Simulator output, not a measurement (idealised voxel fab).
Process module in this document: voxel spacer lines
Cross-sectional view cut (width: 290 nm; square cell size: 5 nm).
In this document a cross-section is written as a grid of square cells. It is given as a series of bands, listed from the top down, and a band is one or more rows of cells.
Look at the band entry: it leads with the top's height and the bottom's height in nm. Then it lists the materials left to right, with a width in nm for each. The word "throughout" on a single material says that material fills the band edge to edge. The word "air" is empty space.
Height reference: 0 = level under which incoming wafer is all one material. Lowest band: no bottom, runs on downward, e.g. "0 down".
Per-row width for "30 to 40": begins at first number (top row of band), ends at second number (bottom row), increment between rows held constant.
No cell of the cross-section changed in a step that is given as "same as before".
Closed void table: empty space of 8 cells or more with no open way to the top, each as width x height at its distance from the left edge, in nm
Post-settings text on a step line: simulator's own remark regarding the step.
What "overlay nm" on a step's line means: if the step has a mask, that mask lay this far to the right of its planned place, or, when the value is negative, to the left.

**Process steps - plan**
1 RECEIVE, material Si
2 CONFORMAL_DEP, material Al2O3, thk nm 10
3 DIRECTIONAL_DEP, material W, thk nm 10
4 DIRECTIONAL_DEP, material polySi, thk nm 30
5 PATTERN, tone cover, mask id MANDREL, material resist, width nm 20, pitch nm 60, thk nm 40, overlay nm 0
6 DIRECTIONAL_ETCH, etch materials polySi, depth nm 30
7 STRIP, etch materials resist
8 CONFORMAL_DEP, material SiN, thk nm 10
9 DIRECTIONAL_ETCH, etch materials SiN, depth nm 10
10 STRIP, etch materials polySi
11 DIRECTIONAL_ETCH, etch materials W, depth nm 10
12 STRIP, etch materials SiN

**So, the first of our two wafers, run just as we planned it**

**Delivered wafer in cross-section: state after step 1**
* 0 down  Si throughout
* Closed void table: none

**Wafer after step 2 (cross-section)**
* 10 to 0  Al2O3 throughout
* All layers under 0 are left as they were.

**Wafer after step 3 (cross-section)**
* 20 to 10  W throughout
* All layers under 10 are left as they were.

**Wafer after step 4 (cross-section)**
* 50 to 20  polySi throughout
* All layers under 20 are left as they were.

**Wafer after step 5 (cross-section)**
* 90 to 50  air 105 nm | resist 20 nm | air 40 nm | resist 20 nm | air 105 nm
* All layers under 50 are left as they were.

**Wafer after step 6 (cross-section)**
* 90 to 50  air 105 nm | resist 20 nm | air 40 nm | resist 20 nm | air 105 nm
* 50 to 20  air 105 nm | polySi 20 nm | air 40 nm | polySi 20 nm | air 105 nm
* All layers under 20 are left as they were.

**Wafer after step 7 (cross-section)**
* 50 to 20  air 105 nm | polySi 20 nm | air 40 nm | polySi 20 nm | air 105 nm
* All layers under 20 are left as they were.

**Wafer after step 8 (cross-section)**
* 60 to 50  air 95 nm | SiN 40 nm | air 20 nm | SiN 40 nm | air 95 nm
* 50 to 30  air 95 nm | SiN 10 nm | polySi 20 nm | SiN 10 nm | air 20 nm | SiN 10 nm | polySi 20 nm | SiN 10 nm | air 95 nm
* 30 to 20  SiN 105 nm | polySi 20 nm | SiN 40 nm | polySi 20 nm | SiN 105 nm
* All layers under 20 are left as they were.

**Wafer after step 9 (cross-section)**
* 50 to 20  air 95 nm | SiN 10 nm | polySi 20 nm | SiN 10 nm | air 20 nm | SiN 10 nm | polySi 20 nm | SiN 10 nm | air 95 nm
* All layers under 20 are left as they were.

**Wafer after step 10 (cross-section)**
* 50 to 20  air 95 nm | SiN 10 nm | air 20 nm | SiN 10 nm | air 20 nm | SiN 10 nm | air 20 nm | SiN 10 nm | air 95 nm
* All layers under 20 are left as they were.

**Wafer after step 11 (cross-section)**
* 50 to 20  air 95 nm | SiN 10 nm | air 20 nm | SiN 10 nm | air 20 nm | SiN 10 nm | air 20 nm | SiN 10 nm | air 95 nm
* 20 to 10  air 95 nm | W 10 nm | air 20 nm | W 10 nm | air 20 nm | W 10 nm | air 20 nm | W 10 nm | air 95 nm
* All layers under 10 are left as they were.

**Wafer after step 12 (cross-section)**
* 20 to 10  air 95 nm | W 10 nm | air 20 nm | W 10 nm | air 20 nm | W 10 nm | air 20 nm | W 10 nm | air 95 nm
* All layers under 10 are left as they were.

**Companion wafer, the second of two: same beginning, same intended sequence, one mistake in carrying it out; through step 4 inclusive it tracks the first exactly**

**Cross-sectional representation of the second wafer at the time designated in the plan for the completion of step 5**
* 90 to 50  air 110 nm | resist 20 nm | air 40 nm | resist 20 nm | air 100 nm
* All layers under 50 are left as they were.

**Cross-sectional representation of the second wafer at the time designated in the plan for the completion of step 6**
* 90 to 50  air 110 nm | resist 20 nm | air 40 nm | resist 20 nm | air 100 nm
* 50 to 20  air 110 nm | polySi 20 nm | air 40 nm | polySi 20 nm | air 100 nm
* All layers under 20 are left as they were.

**Cross-sectional representation of the second wafer at the time designated in the plan for the completion of step 7**
* 50 to 20  air 110 nm | polySi 20 nm | air 40 nm | polySi 20 nm | air 100 nm
* All layers under 20 are left as they were.

**Cross-sectional representation of the second wafer at the time designated in the plan for the completion of step 8**
* 60 to 50  air 100 nm | SiN 40 nm | air 20 nm | SiN 40 nm | air 90 nm
* 50 to 30  air 100 nm | SiN 10 nm | polySi 20 nm | SiN 10 nm | air 20 nm | SiN 10 nm | polySi 20 nm | SiN 10 nm | air 90 nm
* 30 to 20  SiN 110 nm | polySi 20 nm | SiN 40 nm | polySi 20 nm | SiN 100 nm
* All layers under 20 are left as they were.

**Cross-sectional representation of the second wafer at the time designated in the plan for the completion of step 9**
* 50 to 20  air 100 nm | SiN 10 nm | polySi 20 nm | SiN 10 nm | air 20 nm | SiN 10 nm | polySi 20 nm | SiN 10 nm | air 90 nm
* All layers under 20 are left as they were.

**Cross-sectional representation of the second wafer at the time designated in the plan for the completion of step 10**
* 50 to 20  air 100 nm | SiN 10 nm | air 20 nm | SiN 10 nm | air 20 nm | SiN 10 nm | air 20 nm | SiN 10 nm | air 90 nm
* All layers under 20 are left as they were.

**Cross-sectional representation of the second wafer at the time designated in the plan for the completion of step 11**
* 50 to 20  air 100 nm | SiN 10 nm | air 20 nm | SiN 10 nm | air 20 nm | SiN 10 nm | air 20 nm | SiN 10 nm | air 90 nm
* 20 to 10  air 100 nm | W 10 nm | air 20 nm | W 10 nm | air 20 nm | W 10 nm | air 20 nm | W 10 nm | air 90 nm
* All layers under 10 are left as they were.

**Cross-sectional representation of the second wafer at the time designated in the plan for the completion of step 12**
* 20 to 10  air 100 nm | W 10 nm | air 20 nm | W 10 nm | air 20 nm | W 10 nm | air 20 nm | W 10 nm | air 90 nm
* All layers under 10 are left as they were.
Plan not followed: step 5 ran with different settings than intended, the actual operation and settings being PATTERN, tone cover, mask id MANDREL, material resist, width nm 20, pitch nm 60, thk nm 40, overlay nm 5
By the end, you'd get the same cell count for each material on either wafer, but the second wafer puts them somewhere else.
